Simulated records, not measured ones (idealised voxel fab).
Process module in this document: voxel ribs on slabs
For reference, the cross-section in this document is cut, with width 225 nm and square cells of 5 nm.
Throughout this document, each cross-section is represented as a grid of square cells and is presented as a sequence of bands enumerated from the top downward, where a band comprises one or more rows of cells. This entry defines a band. It first specifies the height of the band's top and the height of its bottom in nm, and then specifies the band's materials from left to right, stating each material with its width in nm. The word "all across" identifies a single material that fills the band from edge to edge, while the word "empty" identifies empty space. A quick word on heights: they are counted from 0, and under that level the wafer as it came to us is one material throughout. The lowest band is different from the rest in having no bottom; it simply continues downward, written as in "z 0 and below". The expression "30..40" gives the width at the extremes of the band, the first number at its top row of cells and the second at its bottom row, with the width changing by equal amounts from each row to the next in between. No cell of the cross-section changed in a step that is given as "remains unaltered". Closed empty spaces (no open way to the top) of 8 cells or more are what "Closed internal cavities" lists, each as width x height at distance from the left edge, nm for all three. Past the settings on a step's line: simulator remark, on that step. If you see "overlay nm" on a step's line and that step has a mask, it's telling you how far right of where it was planned the mask ended up; a negative number means it went left instead.

### Intended process steps
1,op RECEIVE | material Si
2,op DIRECTIONAL_DEP | material SiO2 | thk nm 25
3,op DIRECTIONAL_DEP | material SiN | thk nm 15
4,op DIRECTIONAL_DEP | material aC | thk nm 15
5,op PATTERN | tone cover | mask id RIB | material resist | width nm 15 | thk nm 35 | overlay nm 0
6,op DIRECTIONAL_ETCH | etch materials aC | depth nm 15
7,op STRIP | etch materials resist
8,op DIRECTIONAL_ETCH | etch materials SiN | depth nm 10
9,op STRIP | etch materials aC
10,op MASKED_ETCH | tone cover | mask id SLAB | width nm 55 | etch materials SiN | depth nm 5 | overlay nm 0
11,op FILL_DEP | material SiO2 | thk nm 20
12,op CMP | height nm 55
13,op DIRECTIONAL_DEP | material TiN | thk nm 5
14,op PATTERN | tone cover | mask id HEATER | material resist | width nm 25 | thk nm 20 | overlay nm 0
15,op DIRECTIONAL_ETCH | etch materials TiN | depth nm 5
16,op STRIP | etch materials resist
17,op CONFORMAL_DEP | material SiN | thk nm 10

### Step 1 complete: cross-section of the wafer as received
* z 0 and below: Si all across
* Closed internal cavities: none

### Post-module cross-section of the first of two wafers (run per plan)
* z 70 to 65: 90 of empty, then 45 of SiN, then 90 of empty
* z 65 to 60: SiN all across
* z 60 to 55: 100 of SiN, then 25 of TiN, then 100 of SiN
* z 55 to 40: SiO2 all across
* z 40 to 30: 105 of SiO2, then 15 of SiN, then 105 of SiO2
* z 30 to 25: 85 of SiO2, then 55 of SiN, then 85 of SiO2
* z 25 to 0: SiO2 all across
* z 0 and below: Si all across
* Closed internal cavities: none

### Wafer two, sectioned after the module: the first wafer's start, the first wafer's plan, and one mistake in how it was run
* z 70 to 65: 90 of empty, then 45 of SiN, then 90 of empty
* z 65 to 60: SiN all across
* z 60 to 55: 100 of SiN, then 25 of TiN, then 100 of SiN
* z 55 to 15: SiO2 all across
* z 15 to 0: SiN all across
* z 0 and below: Si all across
* Closed internal cavities: none
Where did the run depart from the plan? swap of plan steps 2 and 3 during execution
FYI, end of process, the second wafer has more or fewer cells of some materials than the first: SiN +118 | SiO2 -118
